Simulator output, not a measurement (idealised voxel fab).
Module name: voxel capacitor over wiring (process module)
The cross-section shown here is cut; it is 250 nm wide and divided into square cells measuring 5 nm on a side.
When this document writes out a cross-section, it uses a grid of square cells and lists it as bands, beginning at the top and moving down, with a band standing for one or more rows of cells. Per band: top height and bottom height in nm, followed by the left-to-right materials and their widths in nm; "full width" marks a single material spanning edge to edge, "air" marks empty space. The reference from which all heights are counted is 0, the level beneath which the as-received wafer is entirely one material; the lowest band, having no lower bound, proceeds downward and is written after the example "from 0 down". So if you see something like "30..40" for the width, read it as the top row of the band sitting at the first number and the bottom row at the second, with every row in between moving by the same amount as the last. For the purposes of this document, the phrase "stayed the same" attached to a step denotes that no cell within the cross-section was modified by that step. Empty spaces without an open route to the top, at least 8 cells in extent, make up the entry "Sealed-off cavities"; each is given as width x height at distance, where the distance is measured from the left edge, and all are in nm. The remark found on a step's line after its settings is issued by the simulator itself and pertains to that step. overlay nm: right-of-plan distance of the mask on a masked step; negative values mean left-of-plan.

PROCESS STEPS - PLAN
step 1: RECEIVE (material Si)
step 2: CONFORMAL_DEP (material SiO2; thk nm 10)
step 3: CONFORMAL_DEP (material SiN; thk nm 5)
step 4: DIRECTIONAL_DEP (material lowk; thk nm 20)
step 5: PATTERN (tone open; mask id METAL_1; material resist; width nm 20; pitch nm 90; thk nm 15; overlay nm 0)
step 6: DIRECTIONAL_ETCH (etch materials lowk; depth nm 20)
step 7: DIRECTIONAL_ETCH (etch materials SiN; depth nm 5)
step 8: STRIP (etch materials resist)
step 9: CONFORMAL_DEP (material TiN; thk nm 5)
step 10: FILL_DEP (material Ru; thk nm 10)
step 11: CMP (height nm 35)
step 12: EPI (material Ru; thk nm 5)
step 13: FILL_DEP (material SiCN; thk nm 5)
step 14: DIRECTIONAL_DEP (material SiO2; thk nm 15)
step 15: PATTERN (tone open; mask id PLUG_1; material resist; width nm 15; thk nm 15; overlay nm 0)
step 16: DIRECTIONAL_ETCH (etch materials SiO2; depth nm 15)
step 17: DIRECTIONAL_ETCH (etch materials SiCN; depth nm 5)
step 18: STRIP (etch materials resist)
step 19: EPI (material Ru; thk nm 10)
step 20: EPI (material Ru; thk nm 10)
step 21: DIRECTIONAL_DEP (material TiN; thk nm 10)
step 22: DIRECTIONAL_DEP (material SiN; thk nm 5)
step 23: DIRECTIONAL_DEP (material TiN; thk nm 10)
step 24: PATTERN (tone cover; mask id UPPER_PLATE; material resist; width nm 75; thk nm 20; overlay nm 0)
step 25: DIRECTIONAL_ETCH (etch materials TiN; depth nm 10)
step 26: DIRECTIONAL_ETCH (etch materials SiN; depth nm 5)
step 27: STRIP (etch materials resist)
step 28: PATTERN (tone cover; mask id LOWER_PLATE; material resist; width nm 85; thk nm 15; overlay nm 0)
step 29: DIRECTIONAL_ETCH (etch materials TiN; depth nm 10)
step 30: STRIP (etch materials resist)
step 31: FILL_DEP (material SiO2; thk nm 15)
step 32: CMP (height nm 95)
step 33: PATTERN (tone open; mask id PLUG_2; material resist; width nm 15; thk nm 15; overlay nm 0)
step 34: DIRECTIONAL_ETCH (etch materials SiO2; depth nm 10)
step 35: STRIP (etch materials resist)
step 36: CONFORMAL_DEP (material TiN; thk nm 5)
step 37: FILL_DEP (material Ru; thk nm 5)
step 38: CMP (height nm 95)
step 39: CONFORMAL_DEP (material SiN; thk nm 5)

WAFER AT RECEIPT (POST STEP 1), CROSS-SECTION
from 0 down | Si full width
Sealed-off cavities: none

ONE MISTAKE IN RUNNING THE MODULE, OTHERWISE START AND PLAN AS ABOVE: CROSS-SECTION AT THE END
from 110 to 95 | SiN full width
from 95 to 90 | SiO2=85; TiN=5; Ru=5; TiN=5; SiO2=150
from 90 to 85 | SiO2=85; TiN=15; SiO2=150
from 85 to 75 | SiO2=75; TiN=75; SiO2=100
from 75 to 70 | SiO2=75; SiN=75; SiO2=100
from 70 to 60 | SiO2=70; TiN=85; SiO2=95
from 60 to 45 | SiO2=75; Ru=15; SiO2=160
from 45 to 40 | SiCN=75; Ru=15; SiCN=160
from 40 to 35 | SiCN=65; Ru=30; SiCN=60; Ru=30; SiCN=65
from 35 to 15 | lowk=70; TiN=5; Ru=10; TiN=5; lowk=70; TiN=5; Ru=10; TiN=5; lowk=70
from 15 to 10 | SiN=70; TiN=20; SiN=70; TiN=20; SiN=70
from 10 to 0 | SiO2 full width
from 0 down | Si full width
Sealed-off cavities: none
Short version of what went wrong: in deviation from the planned setting, step 39 was conducted as CONFORMAL_DEP (material SiN; thk nm 15)
